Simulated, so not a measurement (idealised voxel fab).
This section sets out a process module, namely voxel self aligned vias.
Section cut is 145 nm wide and gridded with 5 nm square cells.
The cross-sections in this document take the form of a grid made of square cells. They are written out as bands, in order from top to bottom. Each band consists of one or more rows of cells. The entry gives the band's vertical extent as a top height and a bottom height in nm, then its horizontal make-up as materials from left to right, each with a width in nm. "empty" stands for empty space; a single material marked "everywhere" fills the band edge to edge. Basically, 0 is our baseline, since under it the wafer straight out of the box is all one material. The bottom band has no lower end and keeps on going down, so it looks like "0 nm and below". A width given as "30..40" starts at the first number in the band's top row and ends at the second number in its bottom row, shifting by an equal amount at every step from row to row. Any step labelled "all unchanged" changed none of the cells in the cross-section. Entry "Unvented cavities". Content: empty spaces with no open connection to the top, size 8 cells or greater. Each: width x height at distance. Distance: from left edge. Unit: nm. What comes after the settings on a step's line is commentary from the simulator itself on that step. When a step includes a mask, the "overlay nm" setting on its line states how far to the right of its planned place that mask lay, and negative values state how far to the left.

INTENDED PROCESS STEPS
1. RECEIVE | material Si
2. CONFORMAL_DEP | material SiO2 | thk nm 15
3. CONFORMAL_DEP | material SiCN | thk nm 5
4. DIRECTIONAL_DEP | material lowk | thk nm 25
5. MASKED_ETCH | tone open | mask id LINES | width nm 25 | pitch nm 65 | etch materials lowk | depth nm 25 | overlay nm 0
6. CONFORMAL_DEP | material TiN | thk nm 5
7. FILL_DEP | material Ru | thk nm 5
8. CMP | height nm 45
9. SELECTIVE_ETCH | etch materials W Ru TiN | depth nm 10
10. FILL_DEP | material SiN | thk nm 5
11. CMP | height nm 45
12. DIRECTIONAL_DEP | material lowk | thk nm 20
13. DIRECTIONAL_DEP | material aC | thk nm 15
14. PATTERN | tone open | mask id VIAS | material resist | width nm 45 | thk nm 35 | overlay nm 0
15. DIRECTIONAL_ETCH | etch materials aC | depth nm 15
16. STRIP | etch materials resist
17. DIRECTIONAL_ETCH | etch materials lowk | depth nm 20
18. DIRECTIONAL_ETCH | etch materials SiN | depth nm 10
19. STRIP | etch materials aC
20. CONFORMAL_DEP | material TiN | thk nm 5
21. FILL_DEP | material W | thk nm 10
22. CMP | height nm 65
23. CONFORMAL_DEP | material SiN | thk nm 5

HERE'S WHAT THE WAFER LOOKED LIKE IN CROSS-SECTION WHEN IT ARRIVED - THAT'S AFTER STEP 1
    0 nm and below: Si everywhere
    Unvented cavities: none

END-OF-MODULE XS, FIRST OF TWO WAFERS, RUN AS PLANNED
    70 nm to 65 nm: SiN everywhere
    65 nm to 50 nm: lowk=15  TiN=5  W=35  TiN=5  lowk=85
    50 nm to 45 nm: lowk=15  TiN=15  W=15  TiN=15  lowk=85
    45 nm to 40 nm: lowk=25  TiN=5  W=15  TiN=5  lowk=40  SiN=25  lowk=30
    40 nm to 35 nm: lowk=25  TiN=25  lowk=40  SiN=25  lowk=30
    35 nm to 25 nm: lowk=25  TiN=5  Ru=15  TiN=5  lowk=40  TiN=5  Ru=15  TiN=5  lowk=30
    25 nm to 20 nm: lowk=25  TiN=25  lowk=40  TiN=25  lowk=30
    20 nm to 15 nm: SiCN everywhere
    15 nm to 0 nm: SiO2 everywhere
    0 nm and below: Si everywhere
    Unvented cavities: none

WAFER TWO (OF TWO), END-OF-MODULE CROSS-SECTION: START = WAFER ONE, PLAN = WAFER ONE, ONE RUN MISTAKE
    70 nm to 65 nm: SiN everywhere
    65 nm to 50 nm: lowk=15  TiN=5  W=35  TiN=5  lowk=85
    50 nm to 45 nm: lowk=15  TiN=15  W=15  TiN=15  lowk=85
    45 nm to 40 nm: lowk=25  TiN=5  W=15  TiN=5  lowk=40  SiN=25  lowk=30
    40 nm to 35 nm: lowk=25  TiN=25  lowk=40  SiN=25  lowk=30
    35 nm to 30 nm: SiCN everywhere
    30 nm to 0 nm: SiO2 everywhere
    0 nm and below: Si everywhere
    Unvented cavities: none
In executing the process, a mistake was made relative to the plan: step 2, plan: ran twice
The final cell counts differ between the wafers, with the second having more or fewer of some materials than the first: -12 Ru | +87 SiO2 | -18 TiN | -57 lowk
